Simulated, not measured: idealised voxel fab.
Process module heading - voxel self aligned contacts
We display cut, a cross-section 145 nm in width whose square cells are each 5 nm.
Cross-section layout: square cells on a grid; listed as bands, top to bottom; a band spans one or more cell rows.
Basically the band line says how high the top is and how high the bottom is, in nm, and then what's in it from left to right, every material with its width in nm. Empty space shows up as "blank", and if a single material carries "full width" it runs the full band edge to edge.
Heads up on the height convention: 0 is the point under which the incoming wafer is all one material, and the lowest band has no bottom, it just keeps going down, like "from 0 down".
Quick explanation for "30..40": the width changes in equal steps down the rows of cells, from the first number in the band's top row to the second number in its bottom row.
The designation "no modifications", where it is given for a processing step, indicates that no cell of the cross-section was altered in the course of that step.
Listed in "closed voids": every empty space of 8 or more cells without an open way to the top. Form: width x height at distance, the distance being from the left edge, all in nm.
after a step's settings: what the simulator itself notes on the step
overlay nm: how far to the right of its planned place the mask lay on this masked step (negative: to the left).
Intended process steps
- 1: RECEIVE, material Si
- 2: CONFORMAL_DEP, material SiO2, thk nm 5
- 3: DIRECTIONAL_DEP, material polySi, thk nm 20
- 4: DIRECTIONAL_DEP, material SiN, thk nm 20
- 5: PATTERN, tone cover, mask id GATE, material resist, width nm 35, pitch nm 70, thk nm 15, overlay nm -5
- 6: DIRECTIONAL_ETCH, etch materials SiN, depth nm 20
- 7: DIRECTIONAL_ETCH, etch materials polySi, depth nm 20
- 8: STRIP, etch materials resist
- 9: CONFORMAL_DEP, material SiN, thk nm 10
- 10: DIRECTIONAL_ETCH, etch materials SiN, depth nm 10
- 11: FILL_DEP, material SiO2, thk nm 15
- 12: CMP, height nm 55
- 13: DIRECTIONAL_DEP, material aC, thk nm 15
- 14: PATTERN, tone open, mask id CONTACT, material resist, width nm 55, thk nm 30, overlay nm 0
- 15: DIRECTIONAL_ETCH, etch materials aC, depth nm 15
- 16: STRIP, etch materials resist
- 17: DIRECTIONAL_ETCH, etch materials SiO2, depth nm 55
- 18: STRIP, etch materials aC
- 19: CONFORMAL_DEP, material TiN, thk nm 5
- 20: FILL_DEP, material W, thk nm 10
- 21: CMP, height nm 55
- 22: CONFORMAL_DEP, material SiN, thk nm 5
The overlay nm used in step 5 is not the same on every wafer, whereas the starting condition is; the value printed in the plan is the first wafer's.
After step 1, as received: first of several wafers, cross-section
from 0 down = Si full width
closed voids: none
Tabulated below, wafer by wafer, are the end-of-module results: for each material, the number of cells gained (+) or lost (-) relative to the as-received state, followed by the closed voids
overlay nm -5, +149 SiN, +94 SiO2, +31 TiN, +18 W, +56 polySi, closed voids: none
overlay nm 0, +149 SiN, +94 SiO2, +31 TiN, +18 W, +56 polySi, closed voids: none
overlay nm 5, +149 SiN, +94 SiO2, +31 TiN, +18 W, +56 polySi, closed voids: none
